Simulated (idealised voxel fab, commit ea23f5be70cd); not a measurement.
process module | voxel tone inversion
cross-section cut | 285 nm wide | cells 5 nm
A cross-section is a grid of square cells, given in bands from the top down. A band is one or more rows of cells.
Each band's line starts with the height of the band's top and of its bottom, in nm. Then come its materials from left to right, each with its width in nm. One material with "throughout" fills the band from edge to edge. "air" is empty space.
Height 0 is the level under which the wafer as received is all one material. The lowest band goes on downwards, as in "0 down".
A width such as "30 to 40" changes by the same amount from each row of cells to the next, from the band's top row to its bottom row.
"no change" after a step means that no cell of the cross-section changed.
closed voids: empty space of 8 cells or more with no open way to the top, each as width x height at its distance from the left edge, in nm
after a step's settings: what the simulator itself notes on the step
overlay nm, on a step with a mask: how far to the right of its planned place the mask lay; to the left if negative
plan
1 op RECEIVE | material Si
2 op CONFORMAL_DEP | material SiN | thk nm 10
3 op DIRECTIONAL_DEP | material aC | thk nm 15
4 op PATTERN | tone cover | mask id POSTS | material resist | width nm 20 | pitch nm 35 | thk nm 20 | overlay nm 0
5 op DIRECTIONAL_ETCH | etch materials aC | depth nm 15
6 op STRIP | etch materials resist
7 op FILL_DEP | material lowk | thk nm 10
8 op CMP | height nm 25
9 op STRIP | etch materials aC
10 op CONFORMAL_DEP | material TiN | thk nm 5
11 op FILL_DEP | material W | thk nm 10
12 op CMP | height nm 25
13 op CONFORMAL_DEP | material SiN | thk nm 5
first wafer, as planned
as received, after step 1
  0 down: Si throughout
  closed voids: none
after step 2
  10 to 0: SiN throughout
  below 0: unchanged
after step 3
  25 to 10: aC throughout
  below 10: unchanged
after step 4
  45 to 25: air 115 | resist 20 | air 15 | resist 20 | air 115
  below 25: unchanged
after step 5
  30 to 25: air 115 | resist 20 | air 15 | resist 20 | air 115
  25 to 10: air 115 | aC 20 | air 15 | aC 20 | air 115
  below 10: unchanged
after step 6
  25 to 10: air 115 | aC 20 | air 15 | aC 20 | air 115
  below 10: unchanged
after step 7
  35 to 25: lowk throughout
  25 to 10: lowk 115 | aC 20 | lowk 15 | aC 20 | lowk 115
  below 10: unchanged
after step 8
  25 to 10: lowk 115 | aC 20 | lowk 15 | aC 20 | lowk 115
  below 10: unchanged
after step 9
  25 to 10: lowk 115 | air 20 | lowk 15 | air 20 | lowk 115
  below 10: unchanged
after step 10
  30 to 25: TiN 120 | air 10 | TiN 25 | air 10 | TiN 120
  25 to 15: lowk 115 | TiN 5 | air 10 | TiN 5 | lowk 15 | TiN 5 | air 10 | TiN 5 | lowk 115
  15 to 10: lowk 115 | TiN 20 | lowk 15 | TiN 20 | lowk 115
  below 10: unchanged
after step 11
  40 to 30: W throughout
  30 to 25: TiN 120 | W 10 | TiN 25 | W 10 | TiN 120
  25 to 15: lowk 115 | TiN 5 | W 10 | TiN 5 | lowk 15 | TiN 5 | W 10 | TiN 5 | lowk 115
  below 15: unchanged
after step 12
  25 to 15: lowk 115 | TiN 5 | W 10 | TiN 5 | lowk 15 | TiN 5 | W 10 | TiN 5 | lowk 115
  below 15: unchanged
after step 13
  30 to 25: SiN throughout
  below 25: unchanged
second wafer: like start, like plan, one mistake. Through step 3 it matches the first wafer
when step 4 should have ended
  45 to 25: air 120 | resist 20 | air 15 | resist 20 | air 110
  below 25: unchanged
when step 5 should have ended
  30 to 25: air 120 | resist 20 | air 15 | resist 20 | air 110
  25 to 10: air 120 | aC 20 | air 15 | aC 20 | air 110
  below 10: unchanged
when step 6 should have ended
  25 to 10: air 120 | aC 20 | air 15 | aC 20 | air 110
  below 10: unchanged
when step 7 should have ended
  35 to 25: lowk throughout
  25 to 10: lowk 120 | aC 20 | lowk 15 | aC 20 | lowk 110
  below 10: unchanged
when step 8 should have ended
  25 to 10: lowk 120 | aC 20 | lowk 15 | aC 20 | lowk 110
  below 10: unchanged
when step 9 should have ended
  25 to 10: lowk 120 | air 20 | lowk 15 | air 20 | lowk 110
  below 10: unchanged
when step 10 should have ended
  30 to 25: TiN 125 | air 10 | TiN 25 | air 10 | TiN 115
  25 to 15: lowk 120 | TiN 5 | air 10 | TiN 5 | lowk 15 | TiN 5 | air 10 | TiN 5 | lowk 110
  15 to 10: lowk 120 | TiN 20 | lowk 15 | TiN 20 | lowk 110
  below 10: unchanged
when step 11 should have ended
  40 to 30: W throughout
  30 to 25: TiN 125 | W 10 | TiN 25 | W 10 | TiN 115
  25 to 15: lowk 120 | TiN 5 | W 10 | TiN 5 | lowk 15 | TiN 5 | W 10 | TiN 5 | lowk 110
  below 15: unchanged
when step 12 should have ended
  25 to 15: lowk 120 | TiN 5 | W 10 | TiN 5 | lowk 15 | TiN 5 | W 10 | TiN 5 | lowk 110
  below 15: unchanged
when step 13 should have ended
  30 to 25: SiN throughout
  below 25: unchanged
what went wrong: step 4 ran as: op PATTERN | tone cover | mask id POSTS | material resist | width nm 20 | pitch nm 35 | thk nm 20 | overlay nm 5
at the end the second wafer has, in cells: as many of each material as the first, in other places
